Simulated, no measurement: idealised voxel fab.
Herein follows the process module entitled voxel spacer lines.
We display cut, a cross-section 220 nm in width whose square cells are each 5 nm.
Cross-section = grid of square cells, listed top down in bands; band = one or more rows. Top height, bottom height, nm. Materials left to right, width each, nm. Single material + "throughout" = fills band edge to edge. "empty" = empty. Note: height 0 marks the level under which the wafer is uniformly one material as received. Lowest band unbounded below, written "0 and below". Think of "30 to 40" as a width that walks from the first number to the second as you go down the band, top row to bottom row, taking equal-sized steps from row to row. When a step is marked "no change occurred", none of the cells in the cross-section changed during that step. Listed in "Trapped cavities": every empty space of 8 or more cells without an open way to the top. Form: width x height at distance, the distance being from the left edge, all in nm. It should be noted that, on the line of a given step, the content following the step's settings is a remark produced by the simulator itself with respect to that step. On any step carrying a mask, the "overlay nm" setting, if present on the step's line, tells how far right of its planned place the mask lay; negative values point to the left.
### The planned process steps are enumerated hereunder
1,RECEIVE,material Si
2,CONFORMAL_DEP,material Al2O3,thk nm 5
3,DIRECTIONAL_DEP,material TiN,thk nm 20
4,DIRECTIONAL_DEP,material aC,thk nm 30
5,PATTERN,tone cover,mask id MANDREL,material resist,width nm 20,pitch nm 70,thk nm 40,overlay nm 0
6,DIRECTIONAL_ETCH,etch materials aC,depth nm 30
7,STRIP,etch materials resist
8,CONFORMAL_DEP,material SiN,thk nm 15
9,DIRECTIONAL_ETCH,etch materials SiN,depth nm 15
10,STRIP,etch materials aC
11,DIRECTIONAL_ETCH,etch materials TiN,depth nm 20
12,STRIP,etch materials SiN
### Cross-section of the wafer as it came to us, i.e., already through step 1
- 0 and below | Si throughout
- Trapped cavities: none
### The first of two wafers, cross-sectioned at the end of the module, with the run proceeding as planned
- 25 down to 5 | empty 15 nm | TiN 15 nm | empty 20 nm | TiN 15 nm | empty 20 nm | TiN 15 nm | empty 20 nm | TiN 15 nm | empty 20 nm | TiN 15 nm | empty 20 nm | TiN 15 nm | empty 15 nm
- 5 down to 0 | Al2O3 throughout
- 0 and below | Si throughout
- Trapped cavities: none
### Wafer two, sectioned after the module: the first wafer's start, the first wafer's plan, and one mistake in how it was run
- 25 down to 5 | empty 25 nm | TiN 5 nm | empty 20 nm | TiN 5 nm | empty 40 nm | TiN 5 nm | empty 20 nm | TiN 5 nm | empty 40 nm | TiN 5 nm | empty 20 nm | TiN 5 nm | empty 25 nm
- 5 down to 0 | Al2O3 throughout
- 0 and below | Si throughout
- Trapped cavities: none
What was done differently from what was planned? step 8 ran as: CONFORMAL_DEP,material SiN,thk nm 5
In the final state, the cell counts of the second wafer exceed or fall short of those of the first for the following materials: 48 fewer of TiN
